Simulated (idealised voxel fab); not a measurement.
Proc. module: voxel self aligned vias
Cross-section cut spans 150 nm and uses square cells 5 nm in size.
Square cells in a grid make up a cross-section in this document, and the grid is given as bands, listed from the top down, each one or more rows of cells.
Band: top height; bottom height; in nm. Then, left to right: material with width in nm, for each material. "throughout": a single material spanning edge to edge. "empty": empty space.
A quick word on heights: they are counted from 0, and under that level the wafer as it came to us is one material throughout. The lowest band is different from the rest in having no bottom; it simply continues downward, written as in "0 nm and below".
Read "30..40" as a graded width: first number on top, second number at the bottom, same change between each pair of neighbouring rows.
"nothing different" for a step: no cell of the cross-section changed in that step.
"Fully closed voids": sealed empty spaces, 8 cells or more, no open way to top, listed width x height at distance, with distance from the left edge and width, height and distance in nm.
Post-settings text on a step line: simulator's own remark regarding the step.
overlay nm: mask right of planned place by this much (step with mask). Neg. = left.
# The planned process steps are enumerated hereunder
- 1: RECEIVE: material Si
- 2: CONFORMAL_DEP: material SiO2, thk nm 10
- 3: CONFORMAL_DEP: material SiCN, thk nm 5
- 4: DIRECTIONAL_DEP: material lowk, thk nm 20
- 5: DIRECTIONAL_DEP: material aC, thk nm 15
- 6: PATTERN: tone open, mask id LINES, material resist, width nm 30, pitch nm 65, thk nm 30, overlay nm 0
- 7: DIRECTIONAL_ETCH: etch materials aC, depth nm 15
- 8: STRIP: etch materials resist
- 9: DIRECTIONAL_ETCH: etch materials lowk, depth nm 20
- 10: STRIP: etch materials aC
- 11: CONFORMAL_DEP: material TiN, thk nm 5
- 12: FILL_DEP: material Ru, thk nm 10
- 13: CMP: height nm 35
- 14: SELECTIVE_ETCH: etch materials W Ru TiN, depth nm 10
- 15: FILL_DEP: material SiN, thk nm 10
- 16: CMP: height nm 35
- 17: DIRECTIONAL_DEP: material lowk, thk nm 20
- 18: PATTERN: tone open, mask id VIAS, material resist, width nm 40, thk nm 20, overlay nm 0
- 19: DIRECTIONAL_ETCH: etch materials lowk, depth nm 20
- 20: DIRECTIONAL_ETCH: etch materials SiN, depth nm 10
- 21: STRIP: etch materials resist
- 22: CONFORMAL_DEP: material TiN, thk nm 5
- 23: FILL_DEP: material Ru, thk nm 10
- 24: CMP: height nm 55
- 25: CONFORMAL_DEP: material SiN, thk nm 5
# Concerning the first of two wafers, which was run in accordance with the plan
# As-received wafer cross-section (after step 1)
  0 nm and below = Si throughout
  Fully closed voids: none
# Wafer section view after processing step 2
  10 nm to 0 nm = SiO2 throughout
  Lower than 0, everything is as it was.
# Wafer section view after processing step 3
  15 nm to 10 nm = SiCN throughout
  Lower than 10, everything is as it was.
# Wafer section view after processing step 4
  35 nm to 15 nm = lowk throughout
  Lower than 15, everything is as it was.
# Wafer section view after processing step 5
  50 nm to 35 nm = aC throughout
  Lower than 35, everything is as it was.
# Wafer section view after processing step 6
  80 nm to 50 nm = resist=25; empty=30; resist=35; empty=30; resist=30
  Lower than 50, everything is as it was.
# Wafer section view after processing step 7
  65 nm to 50 nm = resist=25; empty=30; resist=35; empty=30; resist=30
  50 nm to 35 nm = aC=25; empty=30; aC=35; empty=30; aC=30
  Lower than 35, everything is as it was.
# Wafer section view after processing step 8
  50 nm to 35 nm = aC=25; empty=30; aC=35; empty=30; aC=30
  Lower than 35, everything is as it was.
# Wafer section view after processing step 9
  50 nm to 35 nm = aC=25; empty=30; aC=35; empty=30; aC=30
  35 nm to 15 nm = lowk=25; empty=30; lowk=35; empty=30; lowk=30
  Lower than 15, everything is as it was.
# Wafer section view after processing step 10
  35 nm to 15 nm = lowk=25; empty=30; lowk=35; empty=30; lowk=30
  Lower than 15, everything is as it was.
# Wafer section view after processing step 11
  40 nm to 35 nm = TiN=30; empty=20; TiN=45; empty=20; TiN=35
  35 nm to 20 nm = lowk=25; TiN=5; empty=20; TiN=5; lowk=35; TiN=5; empty=20; TiN=5; lowk=30
  20 nm to 15 nm = lowk=25; TiN=30; lowk=35; TiN=30; lowk=30
  Lower than 15, everything is as it was.
# Wafer section view after processing step 12
  50 nm to 40 nm = Ru throughout
  40 nm to 35 nm = TiN=30; Ru=20; TiN=45; Ru=20; TiN=35
  35 nm to 20 nm = lowk=25; TiN=5; Ru=20; TiN=5; lowk=35; TiN=5; Ru=20; TiN=5; lowk=30
  Lower than 20, everything is as it was.
# Wafer section view after processing step 13
  35 nm to 20 nm = lowk=25; TiN=5; Ru=20; TiN=5; lowk=35; TiN=5; Ru=20; TiN=5; lowk=30
  Lower than 20, everything is as it was.
# Wafer section view after processing step 14
  35 nm to 25 nm = lowk=25; empty=30; lowk=35; empty=30; lowk=30
  Lower than 25, everything is as it was.
# Wafer section view after processing step 15
  45 nm to 35 nm = SiN throughout
  35 nm to 25 nm = lowk=25; SiN=30; lowk=35; SiN=30; lowk=30
  Lower than 25, everything is as it was.
# Wafer section view after processing step 16
  35 nm to 25 nm = lowk=25; SiN=30; lowk=35; SiN=30; lowk=30
  Lower than 25, everything is as it was.
# Wafer section view after processing step 17
  55 nm to 35 nm = lowk throughout
  Lower than 35, everything is as it was.
# Wafer section view after processing step 18
  75 nm to 55 nm = resist=20; empty=40; resist=90
  Lower than 55, everything is as it was.
# Wafer section view after processing step 19
  75 nm to 55 nm = resist=20; empty=40; resist=90
  55 nm to 35 nm = lowk=20; empty=40; lowk=90
  Lower than 35, everything is as it was.
# Wafer section view after processing step 20
  75 nm to 55 nm = resist=20; empty=40; resist=90
  55 nm to 35 nm = lowk=20; empty=40; lowk=90
  35 nm to 25 nm = lowk=25; empty=30; lowk=35; SiN=30; lowk=30
  Lower than 25, everything is as it was.
# Wafer section view after processing step 21
  55 nm to 35 nm = lowk=20; empty=40; lowk=90
  Lower than 35, everything is as it was.
# Wafer section view after processing step 22
  60 nm to 55 nm = TiN=25; empty=30; TiN=95
  55 nm to 40 nm = lowk=20; TiN=5; empty=30; TiN=5; lowk=90
  40 nm to 35 nm = lowk=20; TiN=10; empty=20; TiN=10; lowk=90
  35 nm to 30 nm = lowk=25; TiN=5; empty=20; TiN=5; lowk=35; SiN=30; lowk=30
  30 nm to 25 nm = lowk=25; TiN=30; lowk=35; SiN=30; lowk=30
  Lower than 25, everything is as it was.
# Wafer section view after processing step 23
  70 nm to 60 nm = Ru throughout
  60 nm to 55 nm = TiN=25; Ru=30; TiN=95
  55 nm to 40 nm = lowk=20; TiN=5; Ru=30; TiN=5; lowk=90
  40 nm to 35 nm = lowk=20; TiN=10; Ru=20; TiN=10; lowk=90
  35 nm to 30 nm = lowk=25; TiN=5; Ru=20; TiN=5; lowk=35; SiN=30; lowk=30
  Lower than 30, everything is as it was.
# Wafer section view after processing step 24
  55 nm to 40 nm = lowk=20; TiN=5; Ru=30; TiN=5; lowk=90
  Lower than 40, everything is as it was.
# Wafer section view after processing step 25
  60 nm to 55 nm = SiN throughout
  Lower than 55, everything is as it was.
# Second Wafer (Identical Start and Plan, One Processing Error; Matches First Wafer Through Step 16)
# Second wafer shown in cross-section at the time step 17 was slated to end
  45 nm to 35 nm = lowk throughout
  Lower than 35, everything is as it was.
# Second wafer shown in cross-section at the time step 18 was slated to end
  65 nm to 45 nm = resist=20; empty=40; resist=90
  Lower than 45, everything is as it was.
# Second wafer shown in cross-section at the time step 19 was slated to end
  65 nm to 45 nm = resist=20; empty=40; resist=90
  45 nm to 35 nm = lowk=20; empty=40; lowk=90
  35 nm to 25 nm = lowk=20; empty=5; SiN=30; empty=5; lowk=30; SiN=30; lowk=30
  Lower than 25, everything is as it was.
# Second wafer shown in cross-section at the time step 20 was slated to end
  65 nm to 45 nm = resist=20; empty=40; resist=90
  45 nm to 35 nm = lowk=20; empty=40; lowk=90
  35 nm to 25 nm = lowk=20; empty=40; lowk=30; SiN=30; lowk=30
  Lower than 25, everything is as it was.
# Second wafer shown in cross-section at the time step 21 was slated to end
  45 nm to 35 nm = lowk=20; empty=40; lowk=90
  Lower than 35, everything is as it was.
# Second wafer shown in cross-section at the time step 22 was slated to end
  50 nm to 45 nm = TiN=25; empty=30; TiN=95
  45 nm to 35 nm = lowk=20; TiN=5; empty=30; TiN=5; lowk=90
  35 nm to 30 nm = lowk=20; TiN=5; empty=30; TiN=5; lowk=30; SiN=30; lowk=30
  30 nm to 25 nm = lowk=20; TiN=40; lowk=30; SiN=30; lowk=30
  Lower than 25, everything is as it was.
# Second wafer shown in cross-section at the time step 23 was slated to end
  60 nm to 50 nm = Ru throughout
  50 nm to 45 nm = TiN=25; Ru=30; TiN=95
  45 nm to 35 nm = lowk=20; TiN=5; Ru=30; TiN=5; lowk=90
  35 nm to 30 nm = lowk=20; TiN=5; Ru=30; TiN=5; lowk=30; SiN=30; lowk=30
  Lower than 30, everything is as it was.
# Second wafer shown in cross-section at the time step 24 was slated to end
  55 nm to 50 nm = Ru throughout
  Lower than 50, everything is as it was.
# Second wafer shown in cross-section at the time step 25 was slated to end
  60 nm to 55 nm = SiN throughout
  Lower than 55, everything is as it was.
Against the plan, the run slipped here: off-plan run, step 17, actual operation and settings DIRECTIONAL_DEP: material lowk, thk nm 10
Final tally in cells, some materials are higher or lower on the second wafer than on the first: Ru +28; TiN +20; lowk -48
